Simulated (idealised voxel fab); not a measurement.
Proc. module: voxel tone inversion
Displayed cross-section: cut, width of 275 nm, square cells sized 5 nm.
The cross-sections in this document take the form of a grid made of square cells. They are written out as bands, in order from top to bottom. Each band consists of one or more rows of cells. First you get the band's top height and its bottom height, in nm, and then the materials it's made of, left to right, with each width in nm. If you see a single material with "edge to edge", that one covers the band edge to edge. "empty" is empty space. Ref level 0: as-received wafer is one material below here. Bottom band extends down with no lower bound ("0 and below"). The notation "30 to 40" denotes a width that varies across the rows of cells in the band, beginning at the first number in the top row, finishing at the second number in the bottom row, and changing by an identical amount from each row to the next. "left unchanged" after a step means that no cell of the cross-section changed. For the entry "Unvented cavities", the listed items are empty spaces with no open way to the top whose size is 8 cells or more; each item follows the pattern width x height at distance, where distance is from the left edge and all three are in nm. Anything after a step's settings on that line? It's the simulator's own note about the step. overlay nm: how far to the right of its planned place the mask lay on this masked step (negative: to the left).
### Steps planned for the process
1) RECEIVE | material Si
2) CONFORMAL_DEP | material SiN | thk nm 5
3) DIRECTIONAL_DEP | material polySi | thk nm 20
4) PATTERN | tone cover | mask id POSTS | material resist | width nm 15 | pitch nm 40 | thk nm 25 | overlay nm 0
5) DIRECTIONAL_ETCH | etch materials polySi | depth nm 20
6) STRIP | etch materials resist
7) FILL_DEP | material lowk | thk nm 5
8) CMP | height nm 25
9) STRIP | etch materials polySi
10) CONFORMAL_DEP | material TiN | thk nm 5
11) FILL_DEP | material Ru | thk nm 10
12) CMP | height nm 25
13) CONFORMAL_DEP | material SiCN | thk nm 5
### As received (post step 1): cross-section
	0 and below  Si edge to edge
	Unvented cavities: none
### Wafer at module end, in section. Began as above, planned as above, run with one mistake
	30 down to 25  SiCN edge to edge
	25 down to 10  lowk: 65 | TiN: 5 | Ru: 15 | TiN: 5 | lowk: 15 | TiN: 5 | Ru: 15 | TiN: 5 | lowk: 15 | TiN: 5 | Ru: 15 | TiN: 5 | lowk: 15 | TiN: 5 | Ru: 15 | TiN: 5 | lowk: 65
	10 down to 5  lowk: 65 | TiN: 25 | lowk: 15 | TiN: 25 | lowk: 15 | TiN: 25 | lowk: 15 | TiN: 25 | lowk: 65
	5 down to 0  SiN edge to edge
	0 and below  Si edge to edge
	Unvented cavities: none
Run error: step 4 ran differently from the plan; actual operation with settings: PATTERN | tone cover | mask id POSTS | material resist | width nm 25 | pitch nm 40 | thk nm 25 | overlay nm 0
